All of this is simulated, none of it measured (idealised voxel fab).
The process module that follows is named voxel spacer lines.
In the cross-section labelled cut, the width is 280 nm and each square cell is 5 nm.
Cross-section spec: square-cell grid; bands listed top down; each band is one or more rows.
Per band: top height and bottom height in nm, followed by the left-to-right materials and their widths in nm; "full width" marks a single material spanning edge to edge, "air" marks empty space.
Basically, 0 is our baseline, since under it the wafer straight out of the box is all one material. The bottom band has no lower end and keeps on going down, so it looks like "z 0 and below".
Graded width ("30->40"): value in top row of band = first number; value in bottom row = second number; row-to-row change constant.
The cross-section has no changed cell in any step marked "stayed the same".
The entry titled "Closed voids list" provides the empty spaces that have no open way to the top, restricted to those of 8 cells or more. Each is presented as width x height at distance, the distance being measured from the left edge, with all three in nm.
Note: text after step settings on the step line = simulator remark on that step.
You can add "overlay nm" to a step's line. For a step with a mask, it describes how far the mask lay to the right of its planned position, and a negative number describes a lay to the left.

Intended process steps
1. RECEIVE [material Si]
2. CONFORMAL_DEP [material Al2O3] [thk nm 10]
3. DIRECTIONAL_DEP [material polySi] [thk nm 15]
4. DIRECTIONAL_DEP [material aC] [thk nm 20]
5. PATTERN [tone cover] [mask id MANDREL] [material resist] [width nm 20] [pitch nm 60] [thk nm 30] [overlay nm 0]
6. DIRECTIONAL_ETCH [etch materials aC] [depth nm 20]
7. STRIP [etch materials resist]
8. CONFORMAL_DEP [material SiO2] [thk nm 10]
9. DIRECTIONAL_ETCH [etch materials SiO2] [depth nm 10]
10. STRIP [etch materials aC]
11. DIRECTIONAL_ETCH [etch materials polySi] [depth nm 15]
12. STRIP [etch materials SiO2]

So, the first of our two wafers, run just as we planned it

Wafer as received: cross-section following step 1
    z 0 and below | Si full width
    Closed voids list: none

The wafer in cross-section once step 2 is complete
    z 10 to 0 | Al2O3 full width
    No changes below 0.

The wafer in cross-section once step 3 is complete
    z 25 to 10 | polySi full width
    No changes below 10.

The wafer in cross-section once step 4 is complete
    z 45 to 25 | aC full width
    No changes below 25.

The wafer in cross-section once step 5 is complete
    z 75 to 45 | 100 air, 20 resist, 40 air, 20 resist, 100 air
    No changes below 45.

The wafer in cross-section once step 6 is complete
    z 55 to 45 | 100 air, 20 resist, 40 air, 20 resist, 100 air
    z 45 to 25 | 100 air, 20 aC, 40 air, 20 aC, 100 air
    No changes below 25.

The wafer in cross-section once step 7 is complete
    z 45 to 25 | 100 air, 20 aC, 40 air, 20 aC, 100 air
    No changes below 25.

The wafer in cross-section once step 8 is complete
    z 55 to 45 | 90 air, 40 SiO2, 20 air, 40 SiO2, 90 air
    z 45 to 35 | 90 air, 10 SiO2, 20 aC, 10 SiO2, 20 air, 10 SiO2, 20 aC, 10 SiO2, 90 air
    z 35 to 25 | 100 SiO2, 20 aC, 40 SiO2, 20 aC, 100 SiO2
    No changes below 25.

The wafer in cross-section once step 9 is complete
    z 45 to 25 | 90 air, 10 SiO2, 20 aC, 10 SiO2, 20 air, 10 SiO2, 20 aC, 10 SiO2, 90 air
    No changes below 25.

The wafer in cross-section once step 10 is complete
    z 45 to 25 | 90 air, 10 SiO2, 20 air, 10 SiO2, 20 air, 10 SiO2, 20 air, 10 SiO2, 90 air
    No changes below 25.

The wafer in cross-section once step 11 is complete
    z 45 to 25 | 90 air, 10 SiO2, 20 air, 10 SiO2, 20 air, 10 SiO2, 20 air, 10 SiO2, 90 air
    z 25 to 10 | 90 air, 10 polySi, 20 air, 10 polySi, 20 air, 10 polySi, 20 air, 10 polySi, 90 air
    No changes below 10.

The wafer in cross-section once step 12 is complete
    z 25 to 10 | 90 air, 10 polySi, 20 air, 10 polySi, 20 air, 10 polySi, 20 air, 10 polySi, 90 air
    No changes below 10.

second wafer: like start, like plan, one mistake. Through step 2 it matches the first wafer

Cross-section of the second wafer corresponding to the planned conclusion of step 3
    z 30 to 10 | aC full width
    No changes below 10.

Cross-section of the second wafer corresponding to the planned conclusion of step 4
    z 45 to 30 | polySi full width
    No changes below 30.

Cross-section of the second wafer corresponding to the planned conclusion of step 5
    z 75 to 45 | 100 air, 20 resist, 40 air, 20 resist, 100 air
    No changes below 45.

Cross-section of the second wafer corresponding to the planned conclusion of step 6
    z 55 to 45 | 100 air, 20 resist, 40 air, 20 resist, 100 air
    No changes below 45.

Cross-section of the second wafer corresponding to the planned conclusion of step 7
    z 45 to 30 | polySi full width
    No changes below 30.

Cross-section of the second wafer corresponding to the planned conclusion of step 8
    z 55 to 45 | SiO2 full width
    No changes below 45.

Cross-section of the second wafer corresponding to the planned conclusion of step 9
    z 45 to 30 | polySi full width
    No changes below 30.

Cross-section of the second wafer corresponding to the planned conclusion of step 10: stayed the same

Cross-section of the second wafer corresponding to the planned conclusion of step 11
    z 30 to 10 | aC full width
    No changes below 10.

Cross-section of the second wafer corresponding to the planned conclusion of step 12: stayed the same
Deviation from plan: step 4 occupied the plan position of step 3, and the converse holds as well
Counted in cells at the end, the second wafer holds more or fewer of these materials than the first: aC: 224 more | polySi: 24 fewer
